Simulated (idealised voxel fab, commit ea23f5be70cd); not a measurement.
The process module presented herein is designated voxel wiring stack.
In the cross-section labelled cut, the width is 230 nm and each square cell is 5 nm.
Cross-section spec: square-cell grid; bands listed top down; each band is one or more rows.
In this notation a band is specified by the heights of its top and bottom, in that order and in nm, after which its materials appear from left to right, each paired with its width in nm. The word "full width" attached to a single material means that material fills the band from edge to edge; the word "blank" stands for empty space.
Heights are measured from 0, the level below which the as-received wafer is all one material; the lowest band has no bottom and continues downward, written as in "0 nm and below".
A width given as "30..40" starts at the first number in the band's top row and ends at the second number in its bottom row, shifting by an equal amount at every step from row to row.
When a step is marked "left unchanged", none of the cells in the cross-section changed during that step.
For the entry "Trapped cavities", the listed items are empty spaces with no open way to the top whose size is 8 cells or more; each item follows the pattern width x height at distance, where distance is from the left edge and all three are in nm.
Whatever follows a step's settings on its line is a remark the simulator itself makes about that step.
overlay nm: right-of-plan distance of the mask on a masked step; negative values mean left-of-plan.

# Steps in the process plan
1) RECEIVE (material Si)
2) CONFORMAL_DEP (material SiO2; thk nm 15)
3) DIRECTIONAL_DEP (material TiN; thk nm 5)
4) DIRECTIONAL_DEP (material W; thk nm 25)
5) DIRECTIONAL_DEP (material aC; thk nm 15)
6) PATTERN (tone cover; mask id METAL_1; material resist; width nm 25; pitch nm 40; thk nm 30; overlay nm 0)
7) DIRECTIONAL_ETCH (etch materials aC; depth nm 15)
8) STRIP (etch materials resist)
9) DIRECTIONAL_ETCH (etch materials W; depth nm 25)
10) DIRECTIONAL_ETCH (etch materials TiN; depth nm 5)
11) STRIP (etch materials aC)
12) FILL_DEP (material lowk; thk nm 5)
13) CMP (height nm 45)
14) CONFORMAL_DEP (material SiCN; thk nm 5)
15) DIRECTIONAL_DEP (material SiO2; thk nm 15)
16) DIRECTIONAL_DEP (material aC; thk nm 10)
17) PATTERN (tone open; mask id PLUG_1; material resist; width nm 15; pitch nm 80; thk nm 25; overlay nm 0)
18) DIRECTIONAL_ETCH (etch materials aC; depth nm 10)
19) STRIP (etch materials resist)
20) DIRECTIONAL_ETCH (etch materials SiO2; depth nm 15)
21) DIRECTIONAL_ETCH (etch materials SiCN; depth nm 5)
22) STRIP (etch materials aC)
23) EPI (material Ru; thk nm 10)
24) EPI (material Ru; thk nm 10)
25) DIRECTIONAL_DEP (material TiN; thk nm 5)
26) DIRECTIONAL_DEP (material W; thk nm 15)
27) MASKED_ETCH (tone cover; mask id METAL_2; width nm 25; pitch nm 40; etch materials W; depth nm 15; overlay nm 0)
28) MASKED_ETCH (tone cover; mask id METAL_2; width nm 25; pitch nm 40; etch materials TiN; depth nm 5; overlay nm 0)
29) CONFORMAL_DEP (material SiN; thk nm 5)
30) FILL_DEP (material SiO2; thk nm 5)
31) CMP (height nm 85)
32) CONFORMAL_DEP (material SiCN; thk nm 5)
33) DIRECTIONAL_DEP (material lowk; thk nm 25)
34) DIRECTIONAL_DEP (material aC; thk nm 15)
35) PATTERN (tone open; mask id METAL_3_HOLES; material resist; width nm 15; pitch nm 40; thk nm 35; overlay nm 0)
36) DIRECTIONAL_ETCH (etch materials aC; depth nm 15)
37) STRIP (etch materials resist)
38) DIRECTIONAL_ETCH (etch materials lowk; depth nm 25)
39) STRIP (etch materials aC)
40) DIRECTIONAL_DEP (material aC; thk nm 10)
41) PATTERN (tone open; mask id METAL_3; material resist; width nm 25; pitch nm 40; thk nm 25; overlay nm 0)
42) DIRECTIONAL_ETCH (etch materials aC; depth nm 10)
43) STRIP (etch materials resist)
44) DIRECTIONAL_ETCH (etch materials lowk; depth nm 15)
45) DIRECTIONAL_ETCH (etch materials SiCN; depth nm 5)
46) STRIP (etch materials aC)
47) CONFORMAL_DEP (material TiN; thk nm 5)
48) FILL_DEP (material Ru; thk nm 5)
49) CMP (height nm 115)
50) CONFORMAL_DEP (material SiCN; thk nm 5)
51) DIRECTIONAL_DEP (material lowk; thk nm 15)
52) PATTERN (tone open; mask id PLUG_3; material resist; width nm 15; pitch nm 80; thk nm 15; overlay nm 0)
53) DIRECTIONAL_ETCH (etch materials lowk; depth nm 15)
54) DIRECTIONAL_ETCH (etch materials SiCN; depth nm 5)
55) STRIP (etch materials resist)
56) CONFORMAL_DEP (material TiN; thk nm 5)
57) FILL_DEP (material W; thk nm 5)
58) CMP (height nm 135)
59) DIRECTIONAL_DEP (material TiN; thk nm 5)
60) DIRECTIONAL_DEP (material W; thk nm 15)
61) PATTERN (tone cover; mask id METAL_4; material resist; width nm 25; pitch nm 40; thk nm 15; overlay nm 0)
62) DIRECTIONAL_ETCH (etch materials W; depth nm 15)
63) DIRECTIONAL_ETCH (etch materials TiN; depth nm 5)
64) STRIP (etch materials resist)
65) FILL_DEP (material lowk; thk nm 10)
66) CMP (height nm 155)
67) CONFORMAL_DEP (material SiCN; thk nm 5)

# First of two wafers - as planned

# as received, after step 1
  0 nm and below = Si full width
  Trapped cavities: none

# Wafer xsec, post step 2
  15 nm to 0 nm = SiO2 full width
  For the remainder of the cross-section, below 0, there is no change.

# Wafer xsec, post step 3
  20 nm to 15 nm = TiN full width
  For the remainder of the cross-section, below 15, there is no change.

# Wafer xsec, post step 4
  45 nm to 20 nm = W full width
  For the remainder of the cross-section, below 20, there is no change.

# Wafer xsec, post step 5
  60 nm to 45 nm = aC full width
  For the remainder of the cross-section, below 45, there is no change.

# Wafer xsec, post step 6
  90 nm to 60 nm = 40 of blank / 25 of resist / 15 of blank / 25 of resist / 15 of blank / 25 of resist / 15 of blank / 25 of resist / 45 of blank
  For the remainder of the cross-section, below 60, there is no change.

# Wafer xsec, post step 7
  75 nm to 60 nm = 40 of blank / 25 of resist / 15 of blank / 25 of resist / 15 of blank / 25 of resist / 15 of blank / 25 of resist / 45 of blank
  60 nm to 45 nm = 40 of blank / 25 of aC / 15 of blank / 25 of aC / 15 of blank / 25 of aC / 15 of blank / 25 of aC / 45 of blank
  For the remainder of the cross-section, below 45, there is no change.

# Wafer xsec, post step 8
  60 nm to 45 nm = 40 of blank / 25 of aC / 15 of blank / 25 of aC / 15 of blank / 25 of aC / 15 of blank / 25 of aC / 45 of blank
  For the remainder of the cross-section, below 45, there is no change.

# Wafer xsec, post step 9
  60 nm to 45 nm = 40 of blank / 25 of aC / 15 of blank / 25 of aC / 15 of blank / 25 of aC / 15 of blank / 25 of aC / 45 of blank
  45 nm to 20 nm = 40 of blank / 25 of W / 15 of blank / 25 of W / 15 of blank / 25 of W / 15 of blank / 25 of W / 45 of blank
  For the remainder of the cross-section, below 20, there is no change.

# Wafer xsec, post step 10
  60 nm to 45 nm = 40 of blank / 25 of aC / 15 of blank / 25 of aC / 15 of blank / 25 of aC / 15 of blank / 25 of aC / 45 of blank
  45 nm to 20 nm = 40 of blank / 25 of W / 15 of blank / 25 of W / 15 of blank / 25 of W / 15 of blank / 25 of W / 45 of blank
  20 nm to 15 nm = 40 of blank / 25 of TiN / 15 of blank / 25 of TiN / 15 of blank / 25 of TiN / 15 of blank / 25 of TiN / 45 of blank
  For the remainder of the cross-section, below 15, there is no change.

# Wafer xsec, post step 11
  45 nm to 20 nm = 40 of blank / 25 of W / 15 of blank / 25 of W / 15 of blank / 25 of W / 15 of blank / 25 of W / 45 of blank
  For the remainder of the cross-section, below 20, there is no change.

# Wafer xsec, post step 12
  50 nm to 45 nm = lowk full width
  45 nm to 20 nm = 40 of lowk / 25 of W / 15 of lowk / 25 of W / 15 of lowk / 25 of W / 15 of lowk / 25 of W / 45 of lowk
  20 nm to 15 nm = 40 of lowk / 25 of TiN / 15 of lowk / 25 of TiN / 15 of lowk / 25 of TiN / 15 of lowk / 25 of TiN / 45 of lowk
  For the remainder of the cross-section, below 15, there is no change.

# Wafer xsec, post step 13
  45 nm to 20 nm = 40 of lowk / 25 of W / 15 of lowk / 25 of W / 15 of lowk / 25 of W / 15 of lowk / 25 of W / 45 of lowk
  For the remainder of the cross-section, below 20, there is no change.

# Wafer xsec, post step 14
  50 nm to 45 nm = SiCN full width
  For the remainder of the cross-section, below 45, there is no change.

# Wafer xsec, post step 15
  65 nm to 50 nm = SiO2 full width
  For the remainder of the cross-section, below 50, there is no change.

# Wafer xsec, post step 16
  75 nm to 65 nm = aC full width
  For the remainder of the cross-section, below 65, there is no change.

# Wafer xsec, post step 17
  100 nm to 75 nm = 40 of resist / 15 of blank / 65 of resist / 15 of blank / 95 of resist
  For the remainder of the cross-section, below 75, there is no change.

# Wafer xsec, post step 18
  90 nm to 75 nm = 40 of resist / 15 of blank / 65 of resist / 15 of blank / 95 of resist
  75 nm to 65 nm = 40 of aC / 15 of blank / 65 of aC / 15 of blank / 95 of aC
  For the remainder of the cross-section, below 65, there is no change.

# Wafer xsec, post step 19
  75 nm to 65 nm = 40 of aC / 15 of blank / 65 of aC / 15 of blank / 95 of aC
  For the remainder of the cross-section, below 65, there is no change.

# Wafer xsec, post step 20
  75 nm to 65 nm = 40 of aC / 15 of blank / 65 of aC / 15 of blank / 95 of aC
  65 nm to 50 nm = 40 of SiO2 / 15 of blank / 65 of SiO2 / 15 of blank / 95 of SiO2
  For the remainder of the cross-section, below 50, there is no change.

# Wafer xsec, post step 21
  75 nm to 65 nm = 40 of aC / 15 of blank / 65 of aC / 15 of blank / 95 of aC
  65 nm to 50 nm = 40 of SiO2 / 15 of blank / 65 of SiO2 / 15 of blank / 95 of SiO2
  50 nm to 45 nm = 40 of SiCN / 15 of blank / 65 of SiCN / 15 of blank / 95 of SiCN
  For the remainder of the cross-section, below 45, there is no change.

# Wafer xsec, post step 22
  65 nm to 50 nm = 40 of SiO2 / 15 of blank / 65 of SiO2 / 15 of blank / 95 of SiO2
  For the remainder of the cross-section, below 50, there is no change.

# Wafer xsec, post step 23
  65 nm to 55 nm = 40 of SiO2 / 15 of blank / 65 of SiO2 / 15 of blank / 95 of SiO2
  55 nm to 50 nm = 40 of SiO2 / 15 of Ru / 65 of SiO2 / 15 of Ru / 95 of SiO2
  50 nm to 45 nm = 40 of SiCN / 15 of Ru / 65 of SiCN / 15 of Ru / 95 of SiCN
  For the remainder of the cross-section, below 45, there is no change.

# Wafer xsec, post step 24
  65 nm to 50 nm = 40 of SiO2 / 15 of Ru / 65 of SiO2 / 15 of Ru / 95 of SiO2
  For the remainder of the cross-section, below 50, there is no change.

# Wafer xsec, post step 25
  70 nm to 65 nm = TiN full width
  For the remainder of the cross-section, below 65, there is no change.

# Wafer xsec, post step 26
  85 nm to 70 nm = W full width
  For the remainder of the cross-section, below 70, there is no change.

# Wafer xsec, post step 27
  85 nm to 70 nm = 40 of blank / 25 of W / 15 of blank / 25 of W / 15 of blank / 25 of W / 15 of blank / 25 of W / 45 of blank
  For the remainder of the cross-section, below 70, there is no change.

# Wafer xsec, post step 28
  85 nm to 70 nm = 40 of blank / 25 of W / 15 of blank / 25 of W / 15 of blank / 25 of W / 15 of blank / 25 of W / 45 of blank
  70 nm to 65 nm = 40 of blank / 25 of TiN / 15 of blank / 25 of TiN / 15 of blank / 25 of TiN / 15 of blank / 25 of TiN / 45 of blank
  For the remainder of the cross-section, below 65, there is no change.

# Wafer xsec, post step 29
  90 nm to 85 nm = 35 of blank / 35 of SiN / 5 of blank / 35 of SiN / 5 of blank / 35 of SiN / 5 of blank / 35 of SiN / 40 of blank
  85 nm to 70 nm = 35 of blank / 5 of SiN / 25 of W / 5 of SiN / 5 of blank / 5 of SiN / 25 of W / 5 of SiN / 5 of blank / 5 of SiN / 25 of W / 5 of SiN / 5 of blank / 5 of SiN / 25 of W / 5 of SiN / 40 of blank
  70 nm to 65 nm = 40 of SiN / 25 of TiN / 15 of SiN / 25 of TiN / 15 of SiN / 25 of TiN / 15 of SiN / 25 of TiN / 45 of SiN
  For the remainder of the cross-section, below 65, there is no change.

# Wafer xsec, post step 30
  95 nm to 90 nm = SiO2 full width
  90 nm to 85 nm = 35 of SiO2 / 35 of SiN / 5 of SiO2 / 35 of SiN / 5 of SiO2 / 35 of SiN / 5 of SiO2 / 35 of SiN / 40 of SiO2
  85 nm to 70 nm = 35 of SiO2 / 5 of SiN / 25 of W / 5 of SiN / 5 of SiO2 / 5 of SiN / 25 of W / 5 of SiN / 5 of SiO2 / 5 of SiN / 25 of W / 5 of SiN / 5 of SiO2 / 5 of SiN / 25 of W / 5 of SiN / 40 of SiO2
  For the remainder of the cross-section, below 70, there is no change.

# Wafer xsec, post step 31
  85 nm to 70 nm = 35 of SiO2 / 5 of SiN / 25 of W / 5 of SiN / 5 of SiO2 / 5 of SiN / 25 of W / 5 of SiN / 5 of SiO2 / 5 of SiN / 25 of W / 5 of SiN / 5 of SiO2 / 5 of SiN / 25 of W / 5 of SiN / 40 of SiO2
  For the remainder of the cross-section, below 70, there is no change.

# Wafer xsec, post step 32
  90 nm to 85 nm = SiCN full width
  For the remainder of the cross-section, below 85, there is no change.

# Wafer xsec, post step 33
  115 nm to 90 nm = lowk full width
  For the remainder of the cross-section, below 90, there is no change.

# Wafer xsec, post step 34
  130 nm to 115 nm = aC full width
  For the remainder of the cross-section, below 115, there is no change.

# Wafer xsec, post step 35
  165 nm to 130 nm = 40 of resist / 15 of blank / 25 of resist / 15 of blank / 25 of resist / 15 of blank / 25 of resist / 15 of blank / 55 of resist
  For the remainder of the cross-section, below 130, there is no change.

# Wafer xsec, post step 36
  150 nm to 130 nm = 40 of resist / 15 of blank / 25 of resist / 15 of blank / 25 of resist / 15 of blank / 25 of resist / 15 of blank / 55 of resist
  130 nm to 115 nm = 40 of aC / 15 of blank / 25 of aC / 15 of blank / 25 of aC / 15 of blank / 25 of aC / 15 of blank / 55 of aC
  For the remainder of the cross-section, below 115, there is no change.

# Wafer xsec, post step 37
  130 nm to 115 nm = 40 of aC / 15 of blank / 25 of aC / 15 of blank / 25 of aC / 15 of blank / 25 of aC / 15 of blank / 55 of aC
  For the remainder of the cross-section, below 115, there is no change.

# Wafer xsec, post step 38
  130 nm to 115 nm = 40 of aC / 15 of blank / 25 of aC / 15 of blank / 25 of aC / 15 of blank / 25 of aC / 15 of blank / 55 of aC
  115 nm to 90 nm = 40 of lowk / 15 of blank / 25 of lowk / 15 of blank / 25 of lowk / 15 of blank / 25 of lowk / 15 of blank / 55 of lowk
  For the remainder of the cross-section, below 90, there is no change.

# Wafer xsec, post step 39
  115 nm to 90 nm = 40 of lowk / 15 of blank / 25 of lowk / 15 of blank / 25 of lowk / 15 of blank / 25 of lowk / 15 of blank / 55 of lowk
  For the remainder of the cross-section, below 90, there is no change.

# Wafer xsec, post step 40
  125 nm to 115 nm = 40 of aC / 15 of blank / 25 of aC / 15 of blank / 25 of aC / 15 of blank / 25 of aC / 15 of blank / 55 of aC
  115 nm to 100 nm = 40 of lowk / 15 of blank / 25 of lowk / 15 of blank / 25 of lowk / 15 of blank / 25 of lowk / 15 of blank / 55 of lowk
  100 nm to 90 nm = 40 of lowk / 15 of aC / 25 of lowk / 15 of aC / 25 of lowk / 15 of aC / 25 of lowk / 15 of aC / 55 of lowk
  For the remainder of the cross-section, below 90, there is no change.

# Wafer xsec, post step 41
  150 nm to 125 nm = 40 of resist / 25 of blank / 15 of resist / 25 of blank / 15 of resist / 25 of blank / 15 of resist / 25 of blank / 45 of resist
  For the remainder of the cross-section, below 125, there is no change.

# Wafer xsec, post step 42
  140 nm to 125 nm = 40 of resist / 25 of blank / 15 of resist / 25 of blank / 15 of resist / 25 of blank / 15 of resist / 25 of blank / 45 of resist
  125 nm to 115 nm = 40 of aC / 25 of blank / 15 of aC / 25 of blank / 15 of aC / 25 of blank / 15 of aC / 25 of blank / 45 of aC
  115 nm to 90 nm = 40 of lowk / 15 of blank / 25 of lowk / 15 of blank / 25 of lowk / 15 of blank / 25 of lowk / 15 of blank / 55 of lowk
  For the remainder of the cross-section, below 90, there is no change.

# Wafer xsec, post step 43
  125 nm to 115 nm = 40 of aC / 25 of blank / 15 of aC / 25 of blank / 15 of aC / 25 of blank / 15 of aC / 25 of blank / 45 of aC
  For the remainder of the cross-section, below 115, there is no change.

# Wafer xsec, post step 44
  125 nm to 115 nm = 40 of aC / 25 of blank / 15 of aC / 25 of blank / 15 of aC / 25 of blank / 15 of aC / 25 of blank / 45 of aC
  115 nm to 100 nm = 40 of lowk / 25 of blank / 15 of lowk / 25 of blank / 15 of lowk / 25 of blank / 15 of lowk / 25 of blank / 45 of lowk
  For the remainder of the cross-section, below 100, there is no change.

# Wafer xsec, post step 45
  125 nm to 115 nm = 40 of aC / 25 of blank / 15 of aC / 25 of blank / 15 of aC / 25 of blank / 15 of aC / 25 of blank / 45 of aC
  115 nm to 100 nm = 40 of lowk / 25 of blank / 15 of lowk / 25 of blank / 15 of lowk / 25 of blank / 15 of lowk / 25 of blank / 45 of lowk
  100 nm to 90 nm = 40 of lowk / 15 of blank / 25 of lowk / 15 of blank / 25 of lowk / 15 of blank / 25 of lowk / 15 of blank / 55 of lowk
  90 nm to 85 nm = 40 of SiCN / 15 of blank / 25 of SiCN / 15 of blank / 25 of SiCN / 15 of blank / 25 of SiCN / 15 of blank / 55 of SiCN
  For the remainder of the cross-section, below 85, there is no change.

# Wafer xsec, post step 46
  115 nm to 100 nm = 40 of lowk / 25 of blank / 15 of lowk / 25 of blank / 15 of lowk / 25 of blank / 15 of lowk / 25 of blank / 45 of lowk
  For the remainder of the cross-section, below 100, there is no change.

# Wafer xsec, post step 47
  120 nm to 115 nm = 45 of TiN / 15 of blank / 25 of TiN / 15 of blank / 25 of TiN / 15 of blank / 25 of TiN / 15 of blank / 50 of TiN
  115 nm to 105 nm = 40 of lowk / 5 of TiN / 15 of blank / 5 of TiN / 15 of lowk / 5 of TiN / 15 of blank / 5 of TiN / 15 of lowk / 5 of TiN / 15 of blank / 5 of TiN / 15 of lowk / 5 of TiN / 15 of blank / 5 of TiN / 45 of lowk
  105 nm to 100 nm = 40 of lowk / 5 of TiN / 5 of blank / 15 of TiN / 15 of lowk / 5 of TiN / 5 of blank / 15 of TiN / 15 of lowk / 5 of TiN / 5 of blank / 15 of TiN / 15 of lowk / 5 of TiN / 5 of blank / 15 of TiN / 45 of lowk
  100 nm to 90 nm = 40 of lowk / 5 of TiN / 5 of blank / 5 of TiN / 25 of lowk / 5 of TiN / 5 of blank / 5 of TiN / 25 of lowk / 5 of TiN / 5 of blank / 5 of TiN / 25 of lowk / 5 of TiN / 5 of blank / 5 of TiN / 55 of lowk
  90 nm to 85 nm = 40 of SiCN / 15 of TiN / 25 of SiCN / 15 of TiN / 25 of SiCN / 15 of TiN / 25 of SiCN / 15 of TiN / 55 of SiCN
  For the remainder of the cross-section, below 85, there is no change.

# Wafer xsec, post step 48
  125 nm to 120 nm = Ru full width
  120 nm to 115 nm = 45 of TiN / 15 of Ru / 25 of TiN / 15 of Ru / 25 of TiN / 15 of Ru / 25 of TiN / 15 of Ru / 50 of TiN
  115 nm to 105 nm = 40 of lowk / 5 of TiN / 15 of Ru / 5 of TiN / 15 of lowk / 5 of TiN / 15 of Ru / 5 of TiN / 15 of lowk / 5 of TiN / 15 of Ru / 5 of TiN / 15 of lowk / 5 of TiN / 15 of Ru / 5 of TiN / 45 of lowk
  105 nm to 100 nm = 40 of lowk / 5 of TiN / 5 of Ru / 15 of TiN / 15 of lowk / 5 of TiN / 5 of Ru / 15 of TiN / 15 of lowk / 5 of TiN / 5 of Ru / 15 of TiN / 15 of lowk / 5 of TiN / 5 of Ru / 15 of TiN / 45 of lowk
  100 nm to 90 nm = 40 of lowk / 5 of TiN / 5 of Ru / 5 of TiN / 25 of lowk / 5 of TiN / 5 of Ru / 5 of TiN / 25 of lowk / 5 of TiN / 5 of Ru / 5 of TiN / 25 of lowk / 5 of TiN / 5 of Ru / 5 of TiN / 55 of lowk
  For the remainder of the cross-section, below 90, there is no change.

# Wafer xsec, post step 49
  115 nm to 105 nm = 40 of lowk / 5 of TiN / 15 of Ru / 5 of TiN / 15 of lowk / 5 of TiN / 15 of Ru / 5 of TiN / 15 of lowk / 5 of TiN / 15 of Ru / 5 of TiN / 15 of lowk / 5 of TiN / 15 of Ru / 5 of TiN / 45 of lowk
  For the remainder of the cross-section, below 105, there is no change.

# Wafer xsec, post step 50
  120 nm to 115 nm = SiCN full width
  For the remainder of the cross-section, below 115, there is no change.

# Wafer xsec, post step 51
  135 nm to 120 nm = lowk full width
  For the remainder of the cross-section, below 120, there is no change.

# Wafer xsec, post step 52
  150 nm to 135 nm = 40 of resist / 15 of blank / 65 of resist / 15 of blank / 95 of resist
  For the remainder of the cross-section, below 135, there is no change.

# Wafer xsec, post step 53
  150 nm to 135 nm = 40 of resist / 15 of blank / 65 of resist / 15 of blank / 95 of resist
  135 nm to 120 nm = 40 of lowk / 15 of blank / 65 of lowk / 15 of blank / 95 of lowk
  For the remainder of the cross-section, below 120, there is no change.

# Wafer xsec, post step 54
  150 nm to 135 nm = 40 of resist / 15 of blank / 65 of resist / 15 of blank / 95 of resist
  135 nm to 120 nm = 40 of lowk / 15 of blank / 65 of lowk / 15 of blank / 95 of lowk
  120 nm to 115 nm = 40 of SiCN / 15 of blank / 65 of SiCN / 15 of blank / 95 of SiCN
  For the remainder of the cross-section, below 115, there is no change.

# Wafer xsec, post step 55
  135 nm to 120 nm = 40 of lowk / 15 of blank / 65 of lowk / 15 of blank / 95 of lowk
  For the remainder of the cross-section, below 120, there is no change.

# Wafer xsec, post step 56
  140 nm to 135 nm = 45 of TiN / 5 of blank / 75 of TiN / 5 of blank / 100 of TiN
  135 nm to 120 nm = 40 of lowk / 5 of TiN / 5 of blank / 5 of TiN / 65 of lowk / 5 of TiN / 5 of blank / 5 of TiN / 95 of lowk
  120 nm to 115 nm = 40 of SiCN / 15 of TiN / 65 of SiCN / 15 of TiN / 95 of SiCN
  For the remainder of the cross-section, below 115, there is no change.

# Wafer xsec, post step 57
  145 nm to 140 nm = W full width
  140 nm to 135 nm = 45 of TiN / 5 of W / 75 of TiN / 5 of W / 100 of TiN
  135 nm to 120 nm = 40 of lowk / 5 of TiN / 5 of W / 5 of TiN / 65 of lowk / 5 of TiN / 5 of W / 5 of TiN / 95 of lowk
  For the remainder of the cross-section, below 120, there is no change.

# Wafer xsec, post step 58
  135 nm to 120 nm = 40 of lowk / 5 of TiN / 5 of W / 5 of TiN / 65 of lowk / 5 of TiN / 5 of W / 5 of TiN / 95 of lowk
  For the remainder of the cross-section, below 120, there is no change.

# Wafer xsec, post step 59
  140 nm to 135 nm = TiN full width
  For the remainder of the cross-section, below 135, there is no change.

# Wafer xsec, post step 60
  155 nm to 140 nm = W full width
  For the remainder of the cross-section, below 140, there is no change.

# Wafer xsec, post step 61
  170 nm to 155 nm = 40 of blank / 25 of resist / 15 of blank / 25 of resist / 15 of blank / 25 of resist / 15 of blank / 25 of resist / 45 of blank
  For the remainder of the cross-section, below 155, there is no change.

# Wafer xsec, post step 62
  170 nm to 155 nm = 40 of blank / 25 of resist / 15 of blank / 25 of resist / 15 of blank / 25 of resist / 15 of blank / 25 of resist / 45 of blank
  155 nm to 140 nm = 40 of blank / 25 of W / 15 of blank / 25 of W / 15 of blank / 25 of W / 15 of blank / 25 of W / 45 of blank
  For the remainder of the cross-section, below 140, there is no change.

# Wafer xsec, post step 63
  170 nm to 155 nm = 40 of blank / 25 of resist / 15 of blank / 25 of resist / 15 of blank / 25 of resist / 15 of blank / 25 of resist / 45 of blank
  155 nm to 140 nm = 40 of blank / 25 of W / 15 of blank / 25 of W / 15 of blank / 25 of W / 15 of blank / 25 of W / 45 of blank
  140 nm to 135 nm = 40 of blank / 25 of TiN / 15 of blank / 25 of TiN / 15 of blank / 25 of TiN / 15 of blank / 25 of TiN / 45 of blank
  For the remainder of the cross-section, below 135, there is no change.

# Wafer xsec, post step 64
  155 nm to 140 nm = 40 of blank / 25 of W / 15 of blank / 25 of W / 15 of blank / 25 of W / 15 of blank / 25 of W / 45 of blank
  For the remainder of the cross-section, below 140, there is no change.

# Wafer xsec, post step 65
  165 nm to 155 nm = lowk full width
  155 nm to 140 nm = 40 of lowk / 25 of W / 15 of lowk / 25 of W / 15 of lowk / 25 of W / 15 of lowk / 25 of W / 45 of lowk
  140 nm to 135 nm = 40 of lowk / 25 of TiN / 15 of lowk / 25 of TiN / 15 of lowk / 25 of TiN / 15 of lowk / 25 of TiN / 45 of lowk
  For the remainder of the cross-section, below 135, there is no change.

# Wafer xsec, post step 66
  155 nm to 140 nm = 40 of lowk / 25 of W / 15 of lowk / 25 of W / 15 of lowk / 25 of W / 15 of lowk / 25 of W / 45 of lowk
  For the remainder of the cross-section, below 140, there is no change.

# Wafer xsec, post step 67
  160 nm to 155 nm = SiCN full width
  For the remainder of the cross-section, below 155, there is no change.

# Wafer two of two - same starting point, same process plan, one mistake in execution; matches wafer one up to and including step 66

# Cross-sectional representation of the second wafer at the time designated in the plan for the completion of step 67
  160 nm to 155 nm = Ru full width
  For the remainder of the cross-section, below 155, there is no change.
Want to know what went wrong? contrary to plan, step 67 was performed as CONFORMAL_DEP (material Ru; thk nm 5)
The closing comparison, in cells, has the second wafer with more or fewer of some materials than the first: Ru: 46 more | SiCN: 46 fewer
